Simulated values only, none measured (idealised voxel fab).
This section sets out a process module, namely voxel air gaps.
The figure presents cross-section cut, which has a width of 295 nm and is divided into square cells with an edge length of 5 nm.
In what follows, cross-sections appear as grids of square cells, described through bands that run from the top down, where every band is one or more rows of cells.
Band entry format. Leading values: height of top, height of bottom, nm. Remainder: materials in left-to-right order, each with its width in nm. Special words: "edge to edge" on a single material, which then fills the band edge to edge; "air", empty space.
Basically, 0 is our baseline, since under it the wafer straight out of the box is all one material. The bottom band has no lower end and keeps on going down, so it looks like "0 nm and below".
Width "30->40": first value at the band's top row of cells, second value at its bottom row, equal change from row to row.
Any step labelled "no change occurred" changed none of the cells in the cross-section.
Under "Sealed internal voids" you'll find the enclosed gaps, the ones with no way out to the top, that are 8 cells or bigger; each reads width x height at distance, with distance counted from the left edge, everything in nm.
after a step's settings: what the simulator itself notes on the step
What "overlay nm" on a step's line means: if the step has a mask, that mask lay this far to the right of its planned place, or, when the value is negative, to the left.
Pairs ahead. Before: cross-section ahead of one process step. After: cross-section once the step is done, shown to the lowest changed band only. Under each pair: that step, with settings. Caution: pairs may come from different runs of this module on the same starting wafer; a pair follows the pair above only where its "Geometry before processing" entry says so.
### Geometry before processing
  0 nm and below  Si edge to edge
  Sealed internal voids: none
### Post-Step Geometry
  10 nm to 0 nm  SiO2 edge to edge
  Heights below 0 show no change.
  Sealed internal voids: none
Which operation lies between the before and after views above? CONFORMAL_DEP: material SiO2, thk nm 10
Geometry before processing: The prior state of this step coincides with the post-step cross-section of the pair just above.
### Post-Step Geometry
  15 nm to 10 nm  SiCN edge to edge
  Heights below 10 show no change.
  Sealed internal voids: none
Which operation lies between the before and after views above? CONFORMAL_DEP: material SiCN, thk nm 5
Geometry before processing: The prior state of this step coincides with the post-step cross-section of the pair just above.
### Post-Step Geometry
  55 nm to 15 nm  SiO2 edge to edge
  Heights below 15 show no change.
  Sealed internal voids: none
Which operation lies between the before and after views above? DIRECTIONAL_DEP: material SiO2, thk nm 40
Geometry before processing: The prior state of this step coincides with the post-step cross-section of the pair just above.
### Post-Step Geometry
  70 nm to 55 nm  aC edge to edge
  Heights below 55 show no change.
  Sealed internal voids: none
Which operation lies between the before and after views above? DIRECTIONAL_DEP: material aC, thk nm 15
Geometry before processing: The prior state of this step coincides with the post-step cross-section of the pair just above.
### Post-Step Geometry
  100 nm to 70 nm  60 of resist / 25 of air / 25 of resist / 25 of air / 25 of resist / 25 of air / 25 of resist / 25 of air / 60 of resist
  Heights below 70 show no change.
  Sealed internal voids: none
Which operation lies between the before and after views above? PATTERN: tone open, mask id LINES, material resist, width nm 25, pitch nm 50, thk nm 30, overlay nm 0
Geometry before processing: The prior state of this step coincides with the post-step cross-section of the pair just above.
### Post-Step Geometry
  85 nm to 70 nm  60 of resist / 25 of air / 25 of resist / 25 of air / 25 of resist / 25 of air / 25 of resist / 25 of air / 60 of resist
  70 nm to 55 nm  60 of aC / 25 of air / 25 of aC / 25 of air / 25 of aC / 25 of air / 25 of aC / 25 of air / 60 of aC
  Heights below 55 show no change.
  Sealed internal voids: none
Which operation lies between the before and after views above? DIRECTIONAL_ETCH: etch materials aC, depth nm 15
Geometry before processing: The prior state of this step coincides with the post-step cross-section of the pair just above.
### Post-Step Geometry
  70 nm to 55 nm  60 of aC / 25 of air / 25 of aC / 25 of air / 25 of aC / 25 of air / 25 of aC / 25 of air / 60 of aC
  Heights below 55 show no change.
  Sealed internal voids: none
Which operation lies between the before and after views above? STRIP: etch materials resist
Geometry before processing: The prior state of this step coincides with the post-step cross-section of the pair just above.
### Post-Step Geometry
  70 nm to 55 nm  60 of aC / 25 of air / 25 of aC / 25 of air / 25 of aC / 25 of air / 25 of aC / 25 of air / 60 of aC
  55 nm to 15 nm  60 of SiO2 / 25 of air / 25 of SiO2 / 25 of air / 25 of SiO2 / 25 of air / 25 of SiO2 / 25 of air / 60 of SiO2
  Heights below 15 show no change.
  Sealed internal voids: none
Which operation lies between the before and after views above? DIRECTIONAL_ETCH: etch materials SiO2, depth nm 40
Geometry before processing: The prior state of this step coincides with the post-step cross-section of the pair just above.
### Post-Step Geometry
  55 nm to 15 nm  60 of SiO2 / 25 of air / 25 of SiO2 / 25 of air / 25 of SiO2 / 25 of air / 25 of SiO2 / 25 of air / 60 of SiO2
  Heights below 15 show no change.
  Sealed internal voids: none
Which operation lies between the before and after views above? STRIP: etch materials aC
Geometry before processing: The prior state of this step coincides with the post-step cross-section of the pair just above.
### Post-Step Geometry
  60 nm to 55 nm  65 of TiN / 15 of air / 35 of TiN / 15 of air / 35 of TiN / 15 of air / 35 of TiN / 15 of air / 65 of TiN
  55 nm to 20 nm  60 of SiO2 / 5 of TiN / 15 of air / 5 of TiN / 25 of SiO2 / 5 of TiN / 15 of air / 5 of TiN / 25 of SiO2 / 5 of TiN / 15 of air / 5 of TiN / 25 of SiO2 / 5 of TiN / 15 of air / 5 of TiN / 60 of SiO2
  20 nm to 15 nm  60 of SiO2 / 25 of TiN / 25 of SiO2 / 25 of TiN / 25 of SiO2 / 25 of TiN / 25 of SiO2 / 25 of TiN / 60 of SiO2
  Heights below 15 show no change.
  Sealed internal voids: none
Which operation lies between the before and after views above? CONFORMAL_DEP: material TiN, thk nm 5
Geometry before processing: The prior state of this step coincides with the post-step cross-section of the pair just above.
### Post-Step Geometry
  70 nm to 60 nm  Cu edge to edge
  60 nm to 55 nm  65 of TiN / 15 of Cu / 35 of TiN / 15 of Cu / 35 of TiN / 15 of Cu / 35 of TiN / 15 of Cu / 65 of TiN
  55 nm to 20 nm  60 of SiO2 / 5 of TiN / 15 of Cu / 5 of TiN / 25 of SiO2 / 5 of TiN / 15 of Cu / 5 of TiN / 25 of SiO2 / 5 of TiN / 15 of Cu / 5 of TiN / 25 of SiO2 / 5 of TiN / 15 of Cu / 5 of TiN / 60 of SiO2
  Heights below 20 show no change.
  Sealed internal voids: none
Which operation lies between the before and after views above? FILL_DEP: material Cu, thk nm 10
Geometry before processing: The prior state of this step coincides with the post-step cross-section of the pair just above.
### Post-Step Geometry
  55 nm to 20 nm  60 of SiO2 / 5 of TiN / 15 of Cu / 5 of TiN / 25 of SiO2 / 5 of TiN / 15 of Cu / 5 of TiN / 25 of SiO2 / 5 of TiN / 15 of Cu / 5 of TiN / 25 of SiO2 / 5 of TiN / 15 of Cu / 5 of TiN / 60 of SiO2
  Heights below 20 show no change.
  Sealed internal voids: none
Which operation lies between the before and after views above? CMP: height nm 55
Geometry before processing: The prior state of this step coincides with the post-step cross-section of the pair just above.
### Post-Step Geometry
  65 nm to 55 nm  50 of air / 45 of Ru / 5 of air / 45 of Ru / 5 of air / 45 of Ru / 5 of air / 45 of Ru / 50 of air
  Heights below 55 show no change.
  Sealed internal voids: none
Which operation lies between the before and after views above? EPI: material Ru, thk nm 10
Geometry before processing: The prior state of this step coincides with the post-step cross-section of the pair just above.
### Post-Step Geometry
  65 nm to 55 nm  50 of air / 45 of Ru / 5 of air / 45 of Ru / 5 of air / 45 of Ru / 5 of air / 45 of Ru / 50 of air
  55 nm to 20 nm  60 of air / 5 of TiN / 15 of Cu / 5 of TiN / 25 of air / 5 of TiN / 15 of Cu / 5 of TiN / 25 of air / 5 of TiN / 15 of Cu / 5 of TiN / 25 of air / 5 of TiN / 15 of Cu / 5 of TiN / 60 of air
  20 nm to 15 nm  60 of air / 25 of TiN / 25 of air / 25 of TiN / 25 of air / 25 of TiN / 25 of air / 25 of TiN / 60 of air
  Heights below 15 show no change.
  Sealed internal voids: none
Which operation lies between the before and after views above? SELECTIVE_ETCH: etch materials SiO2, depth nm 50
Geometry before processing: The prior state of this step coincides with the post-step cross-section of the pair just above.
### Post-Step Geometry
  70 nm to 65 nm  45 of air / 205 of SiCN / 45 of air
  65 nm to 55 nm  45 of air / 5 of SiCN / 45 of Ru / 5 of SiCN / 45 of Ru / 5 of SiCN / 45 of Ru / 5 of SiCN / 45 of Ru / 5 of SiCN / 45 of air
  55 nm to 50 nm  45 of air / 15 of SiCN / 5 of TiN / 15 of Cu / 5 of TiN / 25 of SiCN / 5 of TiN / 15 of Cu / 5 of TiN / 25 of SiCN / 5 of TiN / 15 of Cu / 5 of TiN / 25 of SiCN / 5 of TiN / 15 of Cu / 5 of TiN / 15 of SiCN / 45 of air
  50 nm to 20 nm  55 of air / 5 of SiCN / 5 of TiN / 15 of Cu / 5 of TiN / 5 of SiCN / 15 of air / 5 of SiCN / 5 of TiN / 15 of Cu / 5 of TiN / 5 of SiCN / 15 of air / 5 of SiCN / 5 of TiN / 15 of Cu / 5 of TiN / 5 of SiCN / 15 of air / 5 of SiCN / 5 of TiN / 15 of Cu / 5 of TiN / 5 of SiCN / 55 of air
  20 nm to 15 nm  60 of SiCN / 25 of TiN / 25 of SiCN / 25 of TiN / 25 of SiCN / 25 of TiN / 25 of SiCN / 25 of TiN / 60 of SiCN
  Heights below 15 show no change.
  Sealed internal voids: 15 x 30 at 90; 15 x 30 at 140; 15 x 30 at 190
Which operation lies between the before and after views above? CONFORMAL_DEP: material SiCN, thk nm 5
### Geometry before processing
  65 nm to 55 nm  50 of air / 45 of Ru / 5 of air / 45 of Ru / 5 of air / 45 of Ru / 5 of air / 45 of Ru / 50 of air
  55 nm to 20 nm  60 of SiO2 / 5 of TiN / 15 of Cu / 5 of TiN / 25 of SiO2 / 5 of TiN / 15 of Cu / 5 of TiN / 25 of SiO2 / 5 of TiN / 15 of Cu / 5 of TiN / 25 of SiO2 / 5 of TiN / 15 of Cu / 5 of TiN / 60 of SiO2
  20 nm to 15 nm  60 of SiO2 / 25 of TiN / 25 of SiO2 / 25 of TiN / 25 of SiO2 / 25 of TiN / 25 of SiO2 / 25 of TiN / 60 of SiO2
  15 nm to 10 nm  SiCN edge to edge
  10 nm to 0 nm  SiO2 edge to edge
  0 nm and below  Si edge to edge
  Sealed internal voids: none
### Post-Step Geometry
  75 nm to 55 nm  40 of air / 215 of Ru / 40 of air
  Heights below 55 show no change.
  Sealed internal voids: none
Which operation lies between the before and after views above? EPI: material Ru, thk nm 10
Geometry before processing: The prior state of this step coincides with the post-step cross-section of the pair just above.
### Post-Step Geometry
  75 nm to 55 nm  40 of air / 215 of Ru / 40 of air
  55 nm to 20 nm  60 of air / 5 of TiN / 15 of Cu / 5 of TiN / 25 of SiO2 / 5 of TiN / 15 of Cu / 5 of TiN / 25 of SiO2 / 5 of TiN / 15 of Cu / 5 of TiN / 25 of SiO2 / 5 of TiN / 15 of Cu / 5 of TiN / 60 of air
  20 nm to 15 nm  60 of air / 25 of TiN / 25 of SiO2 / 25 of TiN / 25 of SiO2 / 25 of TiN / 25 of SiO2 / 25 of TiN / 60 of air
  Heights below 15 show no change.
  Sealed internal voids: none
Which operation lies between the before and after views above? SELECTIVE_ETCH: etch materials SiO2, depth nm 50
Geometry before processing: The prior state of this step coincides with the post-step cross-section of the pair just above.
### Post-Step Geometry
  80 nm to 75 nm  35 of air / 225 of SiCN / 35 of air
  75 nm to 55 nm  35 of air / 5 of SiCN / 215 of Ru / 5 of SiCN / 35 of air
  55 nm to 50 nm  35 of air / 25 of SiCN / 5 of TiN / 15 of Cu / 5 of TiN / 25 of SiO2 / 5 of TiN / 15 of Cu / 5 of TiN / 25 of SiO2 / 5 of TiN / 15 of Cu / 5 of TiN / 25 of SiO2 / 5 of TiN / 15 of Cu / 5 of TiN / 25 of SiCN / 35 of air
  50 nm to 20 nm  55 of air / 5 of SiCN / 5 of TiN / 15 of Cu / 5 of TiN / 25 of SiO2 / 5 of TiN / 15 of Cu / 5 of TiN / 25 of SiO2 / 5 of TiN / 15 of Cu / 5 of TiN / 25 of SiO2 / 5 of TiN / 15 of Cu / 5 of TiN / 5 of SiCN / 55 of air
  20 nm to 15 nm  60 of SiCN / 25 of TiN / 25 of SiO2 / 25 of TiN / 25 of SiO2 / 25 of TiN / 25 of SiO2 / 25 of TiN / 60 of SiCN
  Heights below 15 show no change.
  Sealed internal voids: none
Which operation lies between the before and after views above? CONFORMAL_DEP: material SiCN, thk nm 5
### Geometry before processing
  10 nm to 0 nm  SiO2 edge to edge
  0 nm and below  Si edge to edge
  Sealed internal voids: none
### Post-Step Geometry
  50 nm to 0 nm  SiO2 edge to edge
  Heights below 0 show no change.
  Sealed internal voids: none
Which operation lies between the before and after views above? DIRECTIONAL_DEP: material SiO2, thk nm 40
Geometry before processing: The prior state of this step coincides with the post-step cross-section of the pair just above.
### Post-Step Geometry
  55 nm to 50 nm  SiCN edge to edge
  Heights below 50 show no change.
  Sealed internal voids: none
Which operation lies between the before and after views above? CONFORMAL_DEP: material SiCN, thk nm 5
Geometry before processing: The prior state of this step coincides with the post-step cross-section of the pair just above.
### Post-Step Geometry
  70 nm to 55 nm  aC edge to edge
  Heights below 55 show no change.
  Sealed internal voids: none
Which operation lies between the before and after views above? DIRECTIONAL_DEP: material aC, thk nm 15
Geometry before processing: The prior state of this step coincides with the post-step cross-section of the pair just above.
### Post-Step Geometry
  100 nm to 70 nm  60 of resist / 25 of air / 25 of resist / 25 of air / 25 of resist / 25 of air / 25 of resist / 25 of air / 60 of resist
  Heights below 70 show no change.
  Sealed internal voids: none
Which operation lies between the before and after views above? PATTERN: tone open, mask id LINES, material resist, width nm 25, pitch nm 50, thk nm 30, overlay nm 0
Geometry before processing: The prior state of this step coincides with the post-step cross-section of the pair just above.
### Post-Step Geometry
  85 nm to 70 nm  60 of resist / 25 of air / 25 of resist / 25 of air / 25 of resist / 25 of air / 25 of resist / 25 of air / 60 of resist
  70 nm to 55 nm  60 of aC / 25 of air / 25 of aC / 25 of air / 25 of aC / 25 of air / 25 of aC / 25 of air / 60 of aC
  Heights below 55 show no change.
  Sealed internal voids: none
Which operation lies between the before and after views above? DIRECTIONAL_ETCH: etch materials aC, depth nm 15
Geometry before processing: The prior state of this step coincides with the post-step cross-section of the pair just above.
### Post-Step Geometry
  70 nm to 55 nm  60 of aC / 25 of air / 25 of aC / 25 of air / 25 of aC / 25 of air / 25 of aC / 25 of air / 60 of aC
  Heights below 55 show no change.
  Sealed internal voids: none
Which operation lies between the before and after views above? STRIP: etch materials resist
Geometry before processing: The prior state of this step coincides with the post-step cross-section of the pair just above.
### Post-Step Geometry
  55 nm to 50 nm  SiCN edge to edge
  Heights below 50 show no change.
  Sealed internal voids: none
Which operation lies between the before and after views above? STRIP: etch materials aC
Geometry before processing: The prior state of this step coincides with the post-step cross-section of the pair just above.
### Post-Step Geometry
  60 nm to 55 nm  TiN edge to edge
  Heights below 55 show no change.
  Sealed internal voids: none
Which operation lies between the before and after views above? CONFORMAL_DEP: material TiN, thk nm 5
Geometry before processing: The prior state of this step coincides with the post-step cross-section of the pair just above.
### Post-Step Geometry
  70 nm to 60 nm  Cu edge to edge
  Heights below 60 show no change.
  Sealed internal voids: none
Which operation lies between the before and after views above? FILL_DEP: material Cu, thk nm 10
Geometry before processing: The prior state of this step coincides with the post-step cross-section of the pair just above.
### Post-Step Geometry
  55 nm to 50 nm  SiCN edge to edge
  Heights below 50 show no change.
  Sealed internal voids: none
Which operation lies between the before and after views above? CMP: height nm 55
Geometry before processing: The prior state of this step coincides with the post-step cross-section of the pair just above.
### Post-Step Geometry
  60 nm to 50 nm  SiCN edge to edge
  Heights below 50 show no change.
  Sealed internal voids: none
Which operation lies between the before and after views above? CONFORMAL_DEP: material SiCN, thk nm 5
### Geometry before processing
  70 nm to 60 nm  Cu edge to edge
  60 nm to 55 nm  65 of TiN / 15 of Cu / 35 of TiN / 15 of Cu / 35 of TiN / 15 of Cu / 35 of TiN / 15 of Cu / 65 of TiN
  55 nm to 20 nm  60 of SiO2 / 5 of TiN / 15 of Cu / 5 of TiN / 25 of SiO2 / 5 of TiN / 15 of Cu / 5 of TiN / 25 of SiO2 / 5 of TiN / 15 of Cu / 5 of TiN / 25 of SiO2 / 5 of TiN / 15 of Cu / 5 of TiN / 60 of SiO2
  20 nm to 15 nm  60 of SiO2 / 25 of TiN / 25 of SiO2 / 25 of TiN / 25 of SiO2 / 25 of TiN / 25 of SiO2 / 25 of TiN / 60 of SiO2
  15 nm to 10 nm  SiCN edge to edge
  10 nm to 0 nm  SiO2 edge to edge
  0 nm and below  Si edge to edge
  Sealed internal voids: none
### Post-Step Geometry
  60 nm to 55 nm  65 of TiN / 15 of Cu / 35 of TiN / 15 of Cu / 35 of TiN / 15 of Cu / 35 of TiN / 15 of Cu / 65 of TiN
  Heights below 55 show no change.
  Sealed internal voids: none
Which operation lies between the before and after views above? CMP: height nm 60
Geometry before processing: The prior state of this step coincides with the post-step cross-section of the pair just above.
### Post-Step Geometry
  70 nm to 60 nm  Ru edge to edge
  Heights below 60 show no change.
  Sealed internal voids: none
Which operation lies between the before and after views above? EPI: material Ru, thk nm 10
Geometry before processing: The prior state of this step coincides with the post-step cross-section of the pair just above.
### Post-Step Geometry
  75 nm to 70 nm  SiCN edge to edge
  Heights below 70 show no change.
  Sealed internal voids: none
Which operation lies between the before and after views above? CONFORMAL_DEP: material SiCN, thk nm 5
### Geometry before processing
  70 nm to 55 nm  aC edge to edge
  55 nm to 15 nm  SiO2 edge to edge
  15 nm to 10 nm  SiCN edge to edge
  10 nm to 0 nm  SiO2 edge to edge
  0 nm and below  Si edge to edge
  Sealed internal voids: none
### Post-Step Geometry
  100 nm to 70 nm  60 of resist / 30 of air / 20 of resist / 30 of air / 20 of resist / 30 of air / 20 of resist / 30 of air / 55 of resist
  Heights below 70 show no change.
  Sealed internal voids: none
Which operation lies between the before and after views above? PATTERN: tone open, mask id LINES, material resist, width nm 30, pitch nm 50, thk nm 30, overlay nm 0
Geometry before processing: The prior state of this step coincides with the post-step cross-section of the pair just above.
### Post-Step Geometry
  85 nm to 70 nm  60 of resist / 30 of air / 20 of resist / 30 of air / 20 of resist / 30 of air / 20 of resist / 30 of air / 55 of resist
  70 nm to 55 nm  60 of aC / 30 of air / 20 of aC / 30 of air / 20 of aC / 30 of air / 20 of aC / 30 of air / 55 of aC
  Heights below 55 show no change.
  Sealed internal voids: none
Which operation lies between the before and after views above? DIRECTIONAL_ETCH: etch materials aC, depth nm 15
Geometry before processing: The prior state of this step coincides with the post-step cross-section of the pair just above.
### Post-Step Geometry
  70 nm to 55 nm  60 of aC / 30 of air / 20 of aC / 30 of air / 20 of aC / 30 of air / 20 of aC / 30 of air / 55 of aC
  Heights below 55 show no change.
  Sealed internal voids: none
Which operation lies between the before and after views above? STRIP: etch materials resist
Geometry before processing: The prior state of this step coincides with the post-step cross-section of the pair just above.
### Post-Step Geometry
  70 nm to 55 nm  60 of aC / 30 of air / 20 of aC / 30 of air / 20 of aC / 30 of air / 20 of aC / 30 of air / 55 of aC
  55 nm to 15 nm  60 of SiO2 / 30 of air / 20 of SiO2 / 30 of air / 20 of SiO2 / 30 of air / 20 of SiO2 / 30 of air / 55 of SiO2
  Heights below 15 show no change.
  Sealed internal voids: none
Which operation lies between the before and after views above? DIRECTIONAL_ETCH: etch materials SiO2, depth nm 40
Geometry before processing: The prior state of this step coincides with the post-step cross-section of the pair just above.
### Post-Step Geometry
  55 nm to 15 nm  60 of SiO2 / 30 of air / 20 of SiO2 / 30 of air / 20 of SiO2 / 30 of air / 20 of SiO2 / 30 of air / 55 of SiO2
  Heights below 15 show no change.
  Sealed internal voids: none
Which operation lies between the before and after views above? STRIP: etch materials aC
Geometry before processing: The prior state of this step coincides with the post-step cross-section of the pair just above.
### Post-Step Geometry
  60 nm to 55 nm  65 of TiN / 20 of air / 30 of TiN / 20 of air / 30 of TiN / 20 of air / 30 of TiN / 20 of air / 60 of TiN
  55 nm to 20 nm  60 of SiO2 / 5 of TiN / 20 of air / 5 of TiN / 20 of SiO2 / 5 of TiN / 20 of air / 5 of TiN / 20 of SiO2 / 5 of TiN / 20 of air / 5 of TiN / 20 of SiO2 / 5 of TiN / 20 of air / 5 of TiN / 55 of SiO2
  20 nm to 15 nm  60 of SiO2 / 30 of TiN / 20 of SiO2 / 30 of TiN / 20 of SiO2 / 30 of TiN / 20 of SiO2 / 30 of TiN / 55 of SiO2
  Heights below 15 show no change.
  Sealed internal voids: none
Which operation lies between the before and after views above? CONFORMAL_DEP: material TiN, thk nm 5
Geometry before processing: The prior state of this step coincides with the post-step cross-section of the pair just above.
### Post-Step Geometry
  70 nm to 60 nm  Cu edge to edge
  60 nm to 55 nm  65 of TiN / 20 of Cu / 30 of TiN / 20 of Cu / 30 of TiN / 20 of Cu / 30 of TiN / 20 of Cu / 60 of TiN
  55 nm to 20 nm  60 of SiO2 / 5 of TiN / 20 of Cu / 5 of TiN / 20 of SiO2 / 5 of TiN / 20 of Cu / 5 of TiN / 20 of SiO2 / 5 of TiN / 20 of Cu / 5 of TiN / 20 of SiO2 / 5 of TiN / 20 of Cu / 5 of TiN / 55 of SiO2
  Heights below 20 show no change.
  Sealed internal voids: none
Which operation lies between the before and after views above? FILL_DEP: material Cu, thk nm 10
Geometry before processing: The prior state of this step coincides with the post-step cross-section of the pair just above.
### Post-Step Geometry
  55 nm to 20 nm  60 of SiO2 / 5 of TiN / 20 of Cu / 5 of TiN / 20 of SiO2 / 5 of TiN / 20 of Cu / 5 of TiN / 20 of SiO2 / 5 of TiN / 20 of Cu / 5 of TiN / 20 of SiO2 / 5 of TiN / 20 of Cu / 5 of TiN / 55 of SiO2
  Heights below 20 show no change.
  Sealed internal voids: none
Which operation lies between the before and after views above? CMP: height nm 55
Geometry before processing: The prior state of this step coincides with the post-step cross-section of the pair just above.
### Post-Step Geometry
  65 nm to 55 nm  50 of air / 200 of Ru / 45 of air
  Heights below 55 show no change.
  Sealed internal voids: none
Which operation lies between the before and after views above? EPI: material Ru, thk nm 10
Geometry before processing: The prior state of this step coincides with the post-step cross-section of the pair just above.
### Post-Step Geometry
  65 nm to 55 nm  50 of air / 200 of Ru / 45 of air
  55 nm to 20 nm  60 of air / 5 of TiN / 20 of Cu / 5 of TiN / 20 of SiO2 / 5 of TiN / 20 of Cu / 5 of TiN / 20 of SiO2 / 5 of TiN / 20 of Cu / 5 of TiN / 20 of SiO2 / 5 of TiN / 20 of Cu / 5 of TiN / 55 of air
  20 nm to 15 nm  60 of air / 30 of TiN / 20 of SiO2 / 30 of TiN / 20 of SiO2 / 30 of TiN / 20 of SiO2 / 30 of TiN / 55 of air
  Heights below 15 show no change.
  Sealed internal voids: none
Which operation lies between the before and after views above? SELECTIVE_ETCH: etch materials SiO2, depth nm 50
Geometry before processing: The prior state of this step coincides with the post-step cross-section of the pair just above.
### Post-Step Geometry
  70 nm to 65 nm  45 of air / 210 of SiCN / 40 of air
  65 nm to 55 nm  45 of air / 5 of SiCN / 200 of Ru / 5 of SiCN / 40 of air
  55 nm to 50 nm  45 of air / 15 of SiCN / 5 of TiN / 20 of Cu / 5 of TiN / 20 of SiO2 / 5 of TiN / 20 of Cu / 5 of TiN / 20 of SiO2 / 5 of TiN / 20 of Cu / 5 of TiN / 20 of SiO2 / 5 of TiN / 20 of Cu / 5 of TiN / 15 of SiCN / 40 of air
  50 nm to 20 nm  55 of air / 5 of SiCN / 5 of TiN / 20 of Cu / 5 of TiN / 20 of SiO2 / 5 of TiN / 20 of Cu / 5 of TiN / 20 of SiO2 / 5 of TiN / 20 of Cu / 5 of TiN / 20 of SiO2 / 5 of TiN / 20 of Cu / 5 of TiN / 5 of SiCN / 50 of air
  20 nm to 15 nm  60 of SiCN / 30 of TiN / 20 of SiO2 / 30 of TiN / 20 of SiO2 / 30 of TiN / 20 of SiO2 / 30 of TiN / 55 of SiCN
  Heights below 15 show no change.
  Sealed internal voids: none
Which operation lies between the before and after views above? CONFORMAL_DEP: material SiCN, thk nm 5
### Geometry before processing
  70 nm to 55 nm  aC edge to edge
  55 nm to 15 nm  SiO2 edge to edge
  15 nm to 10 nm  SiCN edge to edge
  10 nm to 0 nm  SiO2 edge to edge
  0 nm and below  Si edge to edge
  Sealed internal voids: none
### Post-Step Geometry
  100 nm to 70 nm  55 of resist / 25 of air / 25 of resist / 25 of air / 25 of resist / 25 of air / 25 of resist / 25 of air / 65 of resist
  Heights below 70 show no change.
  Sealed internal voids: none
Which operation lies between the before and after views above? PATTERN: tone open, mask id LINES, material resist, width nm 25, pitch nm 50, thk nm 30, overlay nm -5
Geometry before processing: The prior state of this step coincides with the post-step cross-section of the pair just above.
### Post-Step Geometry
  85 nm to 70 nm  55 of resist / 25 of air / 25 of resist / 25 of air / 25 of resist / 25 of air / 25 of resist / 25 of air / 65 of resist
  70 nm to 55 nm  55 of aC / 25 of air / 25 of aC / 25 of air / 25 of aC / 25 of air / 25 of aC / 25 of air / 65 of aC
  Heights below 55 show no change.
  Sealed internal voids: none
Which operation lies between the before and after views above? DIRECTIONAL_ETCH: etch materials aC, depth nm 15
Geometry before processing: The prior state of this step coincides with the post-step cross-section of the pair just above.
### Post-Step Geometry
  70 nm to 55 nm  55 of aC / 25 of air / 25 of aC / 25 of air / 25 of aC / 25 of air / 25 of aC / 25 of air / 65 of aC
  Heights below 55 show no change.
  Sealed internal voids: none
Which operation lies between the before and after views above? STRIP: etch materials resist
Geometry before processing: The prior state of this step coincides with the post-step cross-section of the pair just above.
### Post-Step Geometry
  70 nm to 55 nm  55 of aC / 25 of air / 25 of aC / 25 of air / 25 of aC / 25 of air / 25 of aC / 25 of air / 65 of aC
  55 nm to 15 nm  55 of SiO2 / 25 of air / 25 of SiO2 / 25 of air / 25 of SiO2 / 25 of air / 25 of SiO2 / 25 of air / 65 of SiO2
  Heights below 15 show no change.
  Sealed internal voids: none
Which operation lies between the before and after views above? DIRECTIONAL_ETCH: etch materials SiO2, depth nm 40
Geometry before processing: The prior state of this step coincides with the post-step cross-section of the pair just above.
### Post-Step Geometry
  55 nm to 15 nm  55 of SiO2 / 25 of air / 25 of SiO2 / 25 of air / 25 of SiO2 / 25 of air / 25 of SiO2 / 25 of air / 65 of SiO2
  Heights below 15 show no change.
  Sealed internal voids: none
Which operation lies between the before and after views above? STRIP: etch materials aC
Geometry before processing: The prior state of this step coincides with the post-step cross-section of the pair just above.
### Post-Step Geometry
  60 nm to 55 nm  60 of TiN / 15 of air / 35 of TiN / 15 of air / 35 of TiN / 15 of air / 35 of TiN / 15 of air / 70 of TiN
  55 nm to 20 nm  55 of SiO2 / 5 of TiN / 15 of air / 5 of TiN / 25 of SiO2 / 5 of TiN / 15 of air / 5 of TiN / 25 of SiO2 / 5 of TiN / 15 of air / 5 of TiN / 25 of SiO2 / 5 of TiN / 15 of air / 5 of TiN / 65 of SiO2
  20 nm to 15 nm  55 of SiO2 / 25 of TiN / 25 of SiO2 / 25 of TiN / 25 of SiO2 / 25 of TiN / 25 of SiO2 / 25 of TiN / 65 of SiO2
  Heights below 15 show no change.
  Sealed internal voids: none
Which operation lies between the before and after views above? CONFORMAL_DEP: material TiN, thk nm 5
Geometry before processing: The prior state of this step coincides with the post-step cross-section of the pair just above.
### Post-Step Geometry
  70 nm to 60 nm  Cu edge to edge
  60 nm to 55 nm  60 of TiN / 15 of Cu / 35 of TiN / 15 of Cu / 35 of TiN / 15 of Cu / 35 of TiN / 15 of Cu / 70 of TiN
  55 nm to 20 nm  55 of SiO2 / 5 of TiN / 15 of Cu / 5 of TiN / 25 of SiO2 / 5 of TiN / 15 of Cu / 5 of TiN / 25 of SiO2 / 5 of TiN / 15 of Cu / 5 of TiN / 25 of SiO2 / 5 of TiN / 15 of Cu / 5 of TiN / 65 of SiO2
  Heights below 20 show no change.
  Sealed internal voids: none
Which operation lies between the before and after views above? FILL_DEP: material Cu, thk nm 10
Geometry before processing: The prior state of this step coincides with the post-step cross-section of the pair just above.
### Post-Step Geometry
  55 nm to 20 nm  55 of SiO2 / 5 of TiN / 15 of Cu / 5 of TiN / 25 of SiO2 / 5 of TiN / 15 of Cu / 5 of TiN / 25 of SiO2 / 5 of TiN / 15 of Cu / 5 of TiN / 25 of SiO2 / 5 of TiN / 15 of Cu / 5 of TiN / 65 of SiO2
  Heights below 20 show no change.
  Sealed internal voids: none
Which operation lies between the before and after views above? CMP: height nm 55
Geometry before processing: The prior state of this step coincides with the post-step cross-section of the pair just above.
### Post-Step Geometry
  65 nm to 55 nm  45 of air / 45 of Ru / 5 of air / 45 of Ru / 5 of air / 45 of Ru / 5 of air / 45 of Ru / 55 of air
  Heights below 55 show no change.
  Sealed internal voids: none
Which operation lies between the before and after views above? EPI: material Ru, thk nm 10
Geometry before processing: The prior state of this step coincides with the post-step cross-section of the pair just above.
### Post-Step Geometry
  65 nm to 55 nm  45 of air / 45 of Ru / 5 of air / 45 of Ru / 5 of air / 45 of Ru / 5 of air / 45 of Ru / 55 of air
  55 nm to 20 nm  55 of air / 5 of TiN / 15 of Cu / 5 of TiN / 25 of air / 5 of TiN / 15 of Cu / 5 of TiN / 25 of air / 5 of TiN / 15 of Cu / 5 of TiN / 25 of air / 5 of TiN / 15 of Cu / 5 of TiN / 65 of air
  20 nm to 15 nm  55 of air / 25 of TiN / 25 of air / 25 of TiN / 25 of air / 25 of TiN / 25 of air / 25 of TiN / 65 of air
  Heights below 15 show no change.
  Sealed internal voids: none
Which operation lies between the before and after views above? SELECTIVE_ETCH: etch materials SiO2, depth nm 50
